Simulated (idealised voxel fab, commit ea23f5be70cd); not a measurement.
process module | voxel double patterning
cross-section cut | 245 nm wide | cells 5 nm
A cross-section is a grid of square cells, given in bands from the top down. A band is one or more rows of cells.
Each band's line starts with the height of the band's top and of its bottom, in nm. Then come its materials from left to right, each with its width in nm. One material with "throughout" fills the band from edge to edge. "air" is empty space.
Height 0 is the level under which the wafer as received is all one material. The lowest band goes on downwards, as in "0 down".
A width such as "30 to 40" changes by the same amount from each row of cells to the next, from the band's top row to its bottom row.
"no change" after a step means that no cell of the cross-section changed.
closed voids: empty space of 8 cells or more with no open way to the top, each as width x height at its distance from the left edge, in nm
after a step's settings: what the simulator itself notes on the step
overlay nm, on a step with a mask: how far to the right of its planned place the mask lay; to the left if negative
plan
1 op RECEIVE | material Si
2 op CONFORMAL_DEP | material SiO2 | thk nm 10
3 op DIRECTIONAL_DEP | material W | thk nm 20
4 op DIRECTIONAL_DEP | material SiCN | thk nm 10
5 op MASKED_ETCH | tone open | mask id FIRST | width nm 15 | pitch nm 50 | etch materials SiCN | depth nm 10 | overlay nm 0
6 op MASKED_ETCH | tone open | mask id SECOND | width nm 15 | etch materials SiCN | depth nm 10 | overlay nm 0
7 op DIRECTIONAL_ETCH | etch materials W | depth nm 20
8 op STRIP | etch materials SiCN
as received, after step 1
  0 down: Si throughout
  closed voids: none
first wafer at the end, as planned
  30 to 10: W 90 | air 15 | W 10 | air 15 | W 10 | air 15 | W 90
  10 to 0: SiO2 throughout
  0 down: Si throughout
  closed voids: none
second wafer at the end: like start, like plan, one mistake
  20 to 0: W 90 | air 15 | W 10 | air 15 | W 10 | air 15 | W 90
  0 down: Si throughout
  closed voids: none
what went wrong: step 2 was left out
at the end the second wafer has, in cells: 98 fewer of SiO2
